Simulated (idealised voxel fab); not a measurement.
The process module that follows is named voxel ribs on slabs.
For reference, the cross-section in this document is cut, with width 175 nm and square cells of 5 nm.
Heads up, the way a cross-section reads in here is a grid of square cells, handed over as bands from the top down, with every band being one or more rows of cells.
Top height, bottom height, nm. Materials left to right, width each, nm. Single material + "edge to edge" = fills band edge to edge. "blank" = empty.
Heights are measured from 0, the level below which the as-received wafer is all one material; the lowest band has no bottom and continues downward, written as in "0..down".
When a width is written as two numbers, as in "30->40", the first number is the width in the top row of cells of the band and the second is the width in its bottom row, and the width changes by the same amount from each row to the next.
The designation "no modification", where it is given for a processing step, indicates that no cell of the cross-section was altered in the course of that step.
What "Sealed void listing" gives you is every empty space of 8 cells or more that is cut off from the top. Each appears as width x height at distance, with the distance taken from the left edge and width, height and distance all in nm.
On each step's line, the part that comes after the settings is the simulator's own comment on the step.
"overlay nm" on a masked step: distance the mask lay right of its planned place, negative for left.
BELOW IS THE LIST OF PLANNED PROCESS STEPS
step 1: RECEIVE with material Si
step 2: DIRECTIONAL_DEP with material SiO2, thk nm 20
step 3: DIRECTIONAL_DEP with material polySi, thk nm 15
step 4: DIRECTIONAL_DEP with material aC, thk nm 15
step 5: PATTERN with tone cover, mask id RIB, material resist, width nm 30, thk nm 35, overlay nm 0
step 6: DIRECTIONAL_ETCH with etch materials aC, depth nm 15
step 7: STRIP with etch materials resist
step 8: DIRECTIONAL_ETCH with etch materials polySi, depth nm 10
step 9: STRIP with etch materials aC
step 10: MASKED_ETCH with tone cover, mask id SLAB, width nm 70, etch materials polySi, depth nm 5, overlay nm -15
step 11: FILL_DEP with material SiO2, thk nm 20
step 12: CMP with height nm 45
step 13: DIRECTIONAL_DEP with material W, thk nm 10
step 14: DIRECTIONAL_DEP with material aC, thk nm 15
step 15: PATTERN with tone cover, mask id HEATER, material resist, width nm 40, thk nm 35, overlay nm 0
step 16: DIRECTIONAL_ETCH with etch materials aC, depth nm 15
step 17: STRIP with etch materials resist
step 18: DIRECTIONAL_ETCH with etch materials W, depth nm 10
step 19: STRIP with etch materials aC
step 20: CONFORMAL_DEP with material SiO2, thk nm 10
What sets these wafers apart? The overlay nm at step 10. They all start alike, and the plan carries the first wafer's value.
AS-RECEIVED STATE AFTER STEP 1, FIRST OF SEVERAL WAFERS, CROSS-SECTION
> 0..down  Si edge to edge
> Sealed void listing: none
END-OF-MODULE CROSS-SECTION, FIRST OF SEVERAL WAFERS, AFTER LAST STEP 20
> 65..55  55 blank | 60 SiO2 | 60 blank
> 55..45  65 SiO2 | 40 W | 70 SiO2
> 45..35  SiO2 edge to edge
> 35..25  70 SiO2 | 30 polySi | 75 SiO2
> 25..20  35 SiO2 | 70 polySi | 70 SiO2
> 20..0  SiO2 edge to edge
> 0..down  Si edge to edge
> Sealed void listing: none
LAST-WAFER CROSS-SECTION AT THE END OF THE MODULE
> 65..55  55 blank | 60 SiO2 | 60 blank
> 55..45  65 SiO2 | 40 W | 70 SiO2
> 45..35  SiO2 edge to edge
> 35..25  70 SiO2 | 30 polySi | 75 SiO2
> 25..20  65 SiO2 | 70 polySi | 40 SiO2
> 20..0  SiO2 edge to edge
> 0..down  Si edge to edge
> Sealed void listing: none
WHAT FOLLOWS IS A TABLE IN WHICH EACH WAFER OCCUPIES A ROW; FOR THE WAFER AS IT STANDS AT THE CLOSE OF THE MODULE, THE ROW STATES, MATERIAL BY MATERIAL, HOW MANY CELLS HAVE BEEN GAINED (+) OR LOST (-) SINCE RECEIPT, AND THEN GIVES ITS CLOSED VOIDS
overlay nm -15 | +367 SiO2 | +16 W | +26 polySi | Sealed void listing: none
overlay nm -10 | +367 SiO2 | +16 W | +26 polySi | Sealed void listing: none
overlay nm -5 | +367 SiO2 | +16 W | +26 polySi | Sealed void listing: none
overlay nm 0 | +367 SiO2 | +16 W | +26 polySi | Sealed void listing: none
overlay nm 5 | +367 SiO2 | +16 W | +26 polySi | Sealed void listing: none
overlay nm 10 | +367 SiO2 | +16 W | +26 polySi | Sealed void listing: none
overlay nm 15 | +367 SiO2 | +16 W | +26 polySi | Sealed void listing: none
